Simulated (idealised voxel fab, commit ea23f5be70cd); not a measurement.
Documented hereafter: the process module known as voxel capacitor over wiring.
FYI the section here is cut, 150 nm wide, cells are 5 nm squares.
Cross-section = grid of square cells, listed top down in bands; band = one or more rows.
For a band, the entry starts with two heights in nm, that of the top and then that of the bottom, and carries on with the band's materials in order from left to right, each alongside its width in nm; the word "everywhere" beside a single material means it fills the band edge to edge, and "air" means empty space.
Heights from 0 (as-received wafer is one material below). Bottom band endless downward, as "top 0, no bottom".
The width entry "30->40" should be interpreted row by row: the top row of cells in the band takes the first number, the bottom row takes the second number, and the change between adjacent rows is uniform throughout.
"left unchanged", as given for a step, is the statement that not any cell of the cross-section underwent a change during that step.
Heads up: "closed voids" only lists the empty pockets with no open path to the top that are 8 cells or more, and it writes them as width x height at distance, distance from the left edge, in nm.
What comes after the settings on a step's line is commentary from the simulator itself on that step.
overlay nm: mask right of planned place by this much (step with mask). Neg. = left.

Here's what the planned process steps look like:
step 1: RECEIVE, material Si
step 2: CONFORMAL_DEP, material SiO2, thk nm 10
step 3: DIRECTIONAL_DEP, material TiN, thk nm 5
step 4: DIRECTIONAL_DEP, material W, thk nm 15
step 5: MASKED_ETCH, tone cover, mask id METAL_1, width nm 30, pitch nm 90, etch materials W, depth nm 15, overlay nm 0
step 6: MASKED_ETCH, tone cover, mask id METAL_1, width nm 30, pitch nm 90, etch materials TiN, depth nm 5, overlay nm 0
step 7: CONFORMAL_DEP, material SiCN, thk nm 5
step 8: FILL_DEP, material lowk, thk nm 5
step 9: CMP, height nm 30
step 10: CONFORMAL_DEP, material SiCN, thk nm 5
step 11: DIRECTIONAL_DEP, material lowk, thk nm 15
step 12: MASKED_ETCH, tone open, mask id PLUG_1, width nm 15, etch materials lowk, depth nm 15, overlay nm 0
step 13: MASKED_ETCH, tone open, mask id PLUG_1, width nm 15, etch materials SiCN, depth nm 5, overlay nm 0
step 14: EPI, material Ru, thk nm 10
step 15: EPI, material Ru, thk nm 10
step 16: DIRECTIONAL_DEP, material TiN, thk nm 10
step 17: DIRECTIONAL_DEP, material SiN, thk nm 5
step 18: DIRECTIONAL_DEP, material TiN, thk nm 10
step 19: DIRECTIONAL_DEP, material aC, thk nm 15
step 20: PATTERN, tone cover, mask id UPPER_PLATE, material resist, width nm 65, thk nm 35, overlay nm 0
step 21: DIRECTIONAL_ETCH, etch materials aC, depth nm 15
step 22: STRIP, etch materials resist
step 23: DIRECTIONAL_ETCH, etch materials TiN, depth nm 10
step 24: DIRECTIONAL_ETCH, etch materials SiN, depth nm 5
step 25: STRIP, etch materials aC
step 26: DIRECTIONAL_DEP, material aC, thk nm 15
step 27: PATTERN, tone cover, mask id LOWER_PLATE, material resist, width nm 75, thk nm 35, overlay nm 0
step 28: DIRECTIONAL_ETCH, etch materials aC, depth nm 15
step 29: STRIP, etch materials resist
step 30: DIRECTIONAL_ETCH, etch materials TiN, depth nm 10
step 31: STRIP, etch materials aC
step 32: FILL_DEP, material SiO2, thk nm 15
step 33: CMP, height nm 85
step 34: PATTERN, tone open, mask id PLUG_2, material resist, width nm 15, thk nm 20, overlay nm 0
step 35: DIRECTIONAL_ETCH, etch materials SiO2, depth nm 10
step 36: STRIP, etch materials resist
step 37: CONFORMAL_DEP, material TiN, thk nm 5
step 38: FILL_DEP, material Cu, thk nm 10
step 39: CMP, height nm 85
step 40: CONFORMAL_DEP, material SiCN, thk nm 5

Incoming wafer in cross-section (state: after step 1):
    top 0, no bottom | Si everywhere
    closed voids: none

Module complete - cross-section of the first of two wafers, run according to plan:
    top 90, bottom 85 | SiCN everywhere
    top 85, bottom 80 | SiO2 (40)  TiN (5)  Cu (5)  TiN (5)  SiO2 (95)
    top 80, bottom 75 | SiO2 (40)  TiN (15)  SiO2 (95)
    top 75, bottom 65 | SiO2 (30)  TiN (65)  SiO2 (55)
    top 65, bottom 60 | SiO2 (30)  SiN (65)  SiO2 (55)
    top 60, bottom 50 | SiO2 (25)  TiN (75)  SiO2 (50)
    top 50, bottom 35 | lowk (30)  Ru (15)  lowk (105)
    top 35, bottom 30 | SiCN (30)  Ru (15)  SiCN (105)
    top 30, bottom 15 | lowk (10)  SiCN (5)  W (30)  SiCN (5)  lowk (50)  SiCN (5)  W (30)  SiCN (5)  lowk (10)
    top 15, bottom 10 | SiCN (15)  TiN (30)  SiCN (60)  TiN (30)  SiCN (15)
    top 10, bottom 0 | SiO2 everywhere
    top 0, no bottom | Si everywhere
    closed voids: none

Same start, same plan as the first wafer - but one mistake in the run. Cross-section of the second of the two at the end of the module:
    top 90, bottom 85 | SiCN everywhere
    top 85, bottom 80 | SiO2 (40)  TiN (5)  Cu (5)  TiN (5)  SiO2 (95)
    top 80, bottom 75 | SiO2 (40)  TiN (15)  SiO2 (95)
    top 75, bottom 65 | SiO2 (40)  TiN (60)  SiO2 (50)
    top 65, bottom 60 | SiO2 (40)  SiN (65)  SiO2 (45)
    top 60, bottom 50 | SiO2 (25)  TiN (80)  SiO2 (45)
    top 50, bottom 35 | lowk (30)  Ru (15)  lowk (105)
    top 35, bottom 30 | SiCN (30)  Ru (15)  SiCN (105)
    top 30, bottom 15 | lowk (10)  SiCN (5)  W (30)  SiCN (5)  lowk (50)  SiCN (5)  W (30)  SiCN (5)  lowk (10)
    top 15, bottom 10 | SiCN (15)  TiN (30)  SiCN (60)  TiN (30)  SiCN (15)
    top 10, bottom 0 | SiO2 everywhere
    top 0, no bottom | Si everywhere
    closed voids: none
Processing error: step 20 off recipe, ran as PATTERN, tone cover, mask id UPPER_PLATE, material resist, width nm 65, thk nm 35, overlay nm 10
Tallied in cells, the final second wafer holds each material in the same quantity as the first, although not at the same places.
